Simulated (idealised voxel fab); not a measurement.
Process module name: voxel capacitor over wiring
In the cross-section labelled cut, the width is 260 nm and each square cell is 5 nm.
Cross-sections here: square-cell grids, written as top-down lists of bands, a band being one or more rows of cells.
For a band, the entry starts with two heights in nm, that of the top and then that of the bottom, and carries on with the band's materials in order from left to right, each alongside its width in nm; the word "all across" beside a single material means it fills the band edge to edge, and "blank" means empty space.
Counting heights begins at 0, where everything beneath is, in the wafer as received, one material. The lowest band has no bottom; it goes on downwards, as "z 0 and below" shows.
Graded width ("30->40"): value in top row of band = first number; value in bottom row = second number; row-to-row change constant.
Step note "remained unchanged" = no cross-section cell changed.
You'll see "Closed-off voids" listing empty spaces that have no way open to the top, as long as they're 8 cells or more; the notation is width x height at distance, where the distance is from the left edge, and all of it is in nm.
Formally, on a step line, whatever follows the settings is a remark that the simulator itself makes on the step.
overlay nm: how far to the right of its planned place the mask lay on this masked step (negative: to the left).

# The planned process steps are enumerated hereunder
1: op RECEIVE | material Si
2: op CONFORMAL_DEP | material SiO2 | thk nm 10
3: op CONFORMAL_DEP | material SiN | thk nm 5
4: op DIRECTIONAL_DEP | material SiO2 | thk nm 20
5: op MASKED_ETCH | tone open | mask id METAL_1 | width nm 25 | pitch nm 75 | etch materials SiO2 | depth nm 20 | overlay nm 0
6: op MASKED_ETCH | tone open | mask id METAL_1 | width nm 25 | pitch nm 75 | etch materials SiN | depth nm 5 | overlay nm 0
7: op CONFORMAL_DEP | material TiN | thk nm 5
8: op FILL_DEP | material Cu | thk nm 5
9: op CMP | height nm 35
10: op CONFORMAL_DEP | material SiCN | thk nm 5
11: op DIRECTIONAL_DEP | material SiO2 | thk nm 20
12: op DIRECTIONAL_DEP | material aC | thk nm 10
13: op PATTERN | tone open | mask id PLUG_1 | material resist | width nm 15 | thk nm 25 | overlay nm 0
14: op DIRECTIONAL_ETCH | etch materials aC | depth nm 10
15: op STRIP | etch materials resist
16: op DIRECTIONAL_ETCH | etch materials SiO2 | depth nm 20
17: op DIRECTIONAL_ETCH | etch materials SiCN | depth nm 5
18: op STRIP | etch materials aC
19: op EPI | material Ru | thk nm 10
20: op EPI | material Ru | thk nm 10
21: op EPI | material Ru | thk nm 5
22: op DIRECTIONAL_DEP | material TiN | thk nm 5
23: op DIRECTIONAL_DEP | material HfO2 | thk nm 5
24: op DIRECTIONAL_DEP | material TiN | thk nm 5
25: op PATTERN | tone cover | mask id UPPER_PLATE | material resist | width nm 55 | thk nm 20 | overlay nm 0
26: op DIRECTIONAL_ETCH | etch materials TiN | depth nm 5
27: op DIRECTIONAL_ETCH | etch materials HfO2 | depth nm 5
28: op STRIP | etch materials resist
29: op PATTERN | tone cover | mask id LOWER_PLATE | material resist | width nm 65 | thk nm 20 | overlay nm 0
30: op DIRECTIONAL_ETCH | etch materials TiN | depth nm 5
31: op STRIP | etch materials resist
32: op FILL_DEP | material SiO2 | thk nm 20
33: op CMP | height nm 90
34: op DIRECTIONAL_DEP | material aC | thk nm 15
35: op PATTERN | tone open | mask id PLUG_2 | material resist | width nm 15 | thk nm 35 | overlay nm 0
36: op DIRECTIONAL_ETCH | etch materials aC | depth nm 15
37: op STRIP | etch materials resist
38: op DIRECTIONAL_ETCH | etch materials SiO2 | depth nm 15
39: op STRIP | etch materials aC
40: op CONFORMAL_DEP | material TiN | thk nm 5
41: op FILL_DEP | material Ru | thk nm 5
42: op CMP | height nm 90
43: op CONFORMAL_DEP | material SiCN | thk nm 5

# Wafer as received: cross-section following step 1
z 0 and below | Si all across
Closed-off voids: none

# first wafer at the end, as planned
z 95 to 90 | SiCN all across
z 90 to 80 | 100 SiO2 / 5 TiN / 5 Ru / 5 TiN / 145 SiO2
z 80 to 70 | 100->90 SiO2 / 15->55 TiN / 145->115 SiO2
z 70 to 65 | 90 SiO2 / 55 HfO2 / 115 SiO2
z 65 to 60 | 85 SiO2 / 65 TiN / 110 SiO2
z 60 to 40 | 90 SiO2 / 15 Ru / 155 SiO2
z 40 to 35 | 90 SiCN / 15 Ru / 155 SiCN
z 35 to 15 | 80 SiO2 / 5 TiN / 15 Cu / 5 TiN / 50 SiO2 / 5 TiN / 15 Cu / 5 TiN / 80 SiO2
z 15 to 10 | 80 SiN / 25 TiN / 50 SiN / 25 TiN / 80 SiN
z 10 to 0 | SiO2 all across
z 0 and below | Si all across
Closed-off voids: none

# So this is wafer number two of the two, cut at the end of the module - it started where the first did and had the same plan, we just got one thing wrong running it
z 95 to 90 | SiCN all across
z 90 to 80 | 100 SiO2 / 5 TiN / 5 Ru / 5 TiN / 145 SiO2
z 80 to 70 | 100->90 SiO2 / 15->55 TiN / 145->115 SiO2
z 70 to 65 | 90 SiO2 / 55 HfO2 / 115 SiO2
z 65 to 60 | 90 SiO2 / 60 TiN / 110 SiO2
z 60 to 40 | 90 SiO2 / 15 Ru / 155 SiO2
z 40 to 35 | 90 SiCN / 15 Ru / 155 SiCN
z 35 to 15 | 80 SiO2 / 5 TiN / 15 Cu / 5 TiN / 50 SiO2 / 5 TiN / 15 Cu / 5 TiN / 80 SiO2
z 15 to 10 | 80 SiN / 25 TiN / 50 SiN / 25 TiN / 80 SiN
z 10 to 0 | SiO2 all across
z 0 and below | Si all across
Closed-off voids: none
Heads up, the wafer didn't run the way we planned it: step 29 was not run as planned; what actually ran was op PATTERN | tone cover | mask id LOWER_PLATE | material resist | width nm 60 | thk nm 20 | overlay nm 0
Once processing is complete, comparing cell counts shows that the second wafer has more or fewer of certain materials than the first: SiO2: 1 more | TiN: 1 fewer
